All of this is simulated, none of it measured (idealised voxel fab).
Process module name: voxel double patterning
In the cross-section labelled cut, the width is 210 nm and each square cell is 5 nm.
For the purposes of this document, a cross-section shall be understood as a grid of square cells, specified as bands listed in top-to-bottom order, each band consisting of one or more rows of cells.
This entry defines a band. It first specifies the height of the band's top and the height of its bottom in nm, and then specifies the band's materials from left to right, stating each material with its width in nm. The word "edge to edge" identifies a single material that fills the band from edge to edge, while the word "air" identifies empty space.
Beneath 0, the wafer as received is one material, and that level is where height counting begins. The lowest band goes on downward without a bottom; it is written like "from 0 down".
Top row gets the first number, bottom row gets the second, and each row in between changes by the same step: that is how a band width like "30->40" works.
A step reported as "everything unchanged" is a step in which no cell of the cross-section changed.
Closed-off voids of 8+ cells (no open route to the top) go in "Trapped void list", written width x height at distance from the left edge, in nm.
after a step's settings: what the simulator itself notes on the step
The line of a step may include "overlay nm". On a step with a mask, this value is how far to the right of its planned place the mask lay. A negative value means the mask lay to the left.
HERE'S WHAT THE PLANNED PROCESS STEPS LOOK LIKE
1: RECEIVE (material Si)
2: CONFORMAL_DEP (material SiN; thk nm 10)
3: DIRECTIONAL_DEP (material SiO2; thk nm 10)
4: DIRECTIONAL_DEP (material SiCN; thk nm 10)
5: MASKED_ETCH (tone open; mask id FIRST; width nm 15; pitch nm 50; etch materials SiCN; depth nm 10; overlay nm 0)
6: MASKED_ETCH (tone open; mask id SECOND; width nm 15; pitch nm 50; etch materials SiCN; depth nm 10; overlay nm 0)
7: DIRECTIONAL_ETCH (etch materials SiO2; depth nm 10)
8: STRIP (etch materials SiCN)
CROSS-SECTIONAL VIEW OF THE WAFER IN ITS AS-RECEIVED CONDITION, CORRESPONDING TO THE STATE AFTER STEP 1
	from 0 down  Si edge to edge
	Trapped void list: none
FIRST OF TWO WAFERS, END-OF-MODULE SECTION, RUN FOLLOWED PLAN
	from 20 to 10  SiO2 45 | air 15 | SiO2 10 | air 15 | SiO2 10 | air 15 | SiO2 10 | air 15 | SiO2 10 | air 15 | SiO2 50
	from 10 to 0  SiN edge to edge
	from 0 down  Si edge to edge
	Trapped void list: none
HERE IS THE SECOND OF THE TWO WAFERS CUT OPEN AT THE END OF THE MODULE - SAME START, SAME PLAN AS THE FIRST ONE, BUT WE MADE ONE MISTAKE RUNNING IT
	from 20 to 10  SiO2 40 | air 25 | SiO2 5 | air 15 | SiO2 5 | air 25 | SiO2 5 | air 15 | SiO2 5 | air 25 | SiO2 45
	from 10 to 0  SiN edge to edge
	from 0 down  Si edge to edge
	Trapped void list: none
Run error: step 5 was processed under conditions differing from the plan, specifically as MASKED_ETCH (tone open; mask id FIRST; width nm 25; pitch nm 50; etch materials SiCN; depth nm 10; overlay nm 0)
Final tally in cells, some materials are higher or lower on the second wafer than on the first: SiO2: 12 fewer
